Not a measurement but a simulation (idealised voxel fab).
Process module name: voxel capacitor over wiring
The figure presents cross-section cut, which has a width of 200 nm and is divided into square cells with an edge length of 5 nm.
We lay out every cross-section as a grid of square cells and spell it out in bands from the top down, where one band means one or more rows of cells. Heights first: top, then bottom, in nm. Then materials, left to right, each with a width in nm. "full width" on a single material: fills the band edge to edge. "blank": empty space. Heights are measured from 0, the level below which the as-received wafer is all one material; the lowest band has no bottom and continues downward, written as in "0 -> down". It should be noted that a width expressed as "30..40" varies in equal increments from row to row of cells within the band, taking the value of the first number at the top row and that of the second number at the bottom row. What does "remains unaltered" mean for a step? It means no cell of the cross-section changed in that step. Each empty space that has no open way to the top and spans at least 8 cells appears under "Sealed cavities" as width x height at distance, the distance counted from the left edge, all in nm. It should be noted that, on the line of a given step, the content following the step's settings is a remark produced by the simulator itself with respect to that step. The setting "overlay nm" may be written on the line of a step. When the step uses a mask, the value reports how far to the right of the planned place the mask lay, and a negative value reports that it lay to the left.

Here's what the planned process steps look like
1,RECEIVE [material Si]
2,CONFORMAL_DEP [material SiO2] [thk nm 15]
3,CONFORMAL_DEP [material SiCN] [thk nm 5]
4,DIRECTIONAL_DEP [material lowk] [thk nm 20]
5,PATTERN [tone open] [mask id METAL_1] [material resist] [width nm 20] [pitch nm 70] [thk nm 20] [overlay nm 0]
6,DIRECTIONAL_ETCH [etch materials lowk] [depth nm 20]
7,DIRECTIONAL_ETCH [etch materials SiCN] [depth nm 5]
8,STRIP [etch materials resist]
9,CONFORMAL_DEP [material TiN] [thk nm 5]
10,FILL_DEP [material Cu] [thk nm 10]
11,CMP [height nm 40]
12,CONFORMAL_DEP [material SiCN] [thk nm 5]
13,DIRECTIONAL_DEP [material lowk] [thk nm 10]
14,PATTERN [tone open] [mask id PLUG_1] [material resist] [width nm 15] [thk nm 15] [overlay nm 0]
15,DIRECTIONAL_ETCH [etch materials lowk] [depth nm 10]
16,DIRECTIONAL_ETCH [etch materials SiCN] [depth nm 5]
17,STRIP [etch materials resist]
18,EPI [material Ru] [thk nm 10]
19,EPI [material Ru] [thk nm 5]
20,DIRECTIONAL_DEP [material TiN] [thk nm 5]
21,DIRECTIONAL_DEP [material SiN] [thk nm 5]
22,DIRECTIONAL_DEP [material TiN] [thk nm 5]
23,DIRECTIONAL_DEP [material aC] [thk nm 10]
24,PATTERN [tone cover] [mask id UPPER_PLATE] [material resist] [width nm 55] [thk nm 30] [overlay nm 0]
25,DIRECTIONAL_ETCH [etch materials aC] [depth nm 10]
26,STRIP [etch materials resist]
27,DIRECTIONAL_ETCH [etch materials TiN] [depth nm 5]
28,DIRECTIONAL_ETCH [etch materials SiN] [depth nm 5]
29,STRIP [etch materials aC]
30,MASKED_ETCH [tone cover] [mask id LOWER_PLATE] [width nm 65] [etch materials TiN] [depth nm 5] [overlay nm 0]
31,FILL_DEP [material SiO2] [thk nm 15]
32,CMP [height nm 80]
33,PATTERN [tone open] [mask id PLUG_2] [material resist] [width nm 15] [thk nm 20] [overlay nm 0]
34,DIRECTIONAL_ETCH [etch materials SiO2] [depth nm 10]
35,STRIP [etch materials resist]
36,CONFORMAL_DEP [material TiN] [thk nm 5]
37,FILL_DEP [material Cu] [thk nm 10]
38,CMP [height nm 80]
39,CONFORMAL_DEP [material SiN] [thk nm 5]

Here's what the wafer looked like in cross-section when it arrived - that's after step 1
    0 -> down | Si full width
    Sealed cavities: none

Result of the module, cross-sectioned: start per above, plan per above, one error in how it was run
    85 -> 80 | SiN full width
    80 -> 75 | Cu 65, then TiN 5, then SiO2 15, then TiN 5, then Cu 110
    75 -> 70 | TiN 70, then SiO2 15, then TiN 115
    70 -> 65 | SiO2 60, then TiN 55, then SiO2 85
    65 -> 60 | SiO2 60, then SiN 55, then SiO2 85
    60 -> 55 | SiO2 55, then TiN 65, then SiO2 80
    55 -> 45 | lowk 60, then Ru 15, then lowk 125
    45 -> 40 | SiCN 60, then Ru 15, then SiCN 125
    40 -> 20 | lowk 55, then TiN 5, then Cu 10, then TiN 5, then lowk 50, then TiN 5, then Cu 10, then TiN 5, then lowk 55
    20 -> 15 | SiCN 55, then TiN 20, then SiCN 50, then TiN 20, then SiCN 55
    15 -> 0 | SiO2 full width
    0 -> down | Si full width
    Sealed cavities: none
So what did we get wrong on this run? it should be noted that step 33 was executed with settings other than those planned, the operation and settings actually applied being PATTERN [tone cover] [mask id PLUG_2] [material resist] [width nm 15] [thk nm 20] [overlay nm 0]
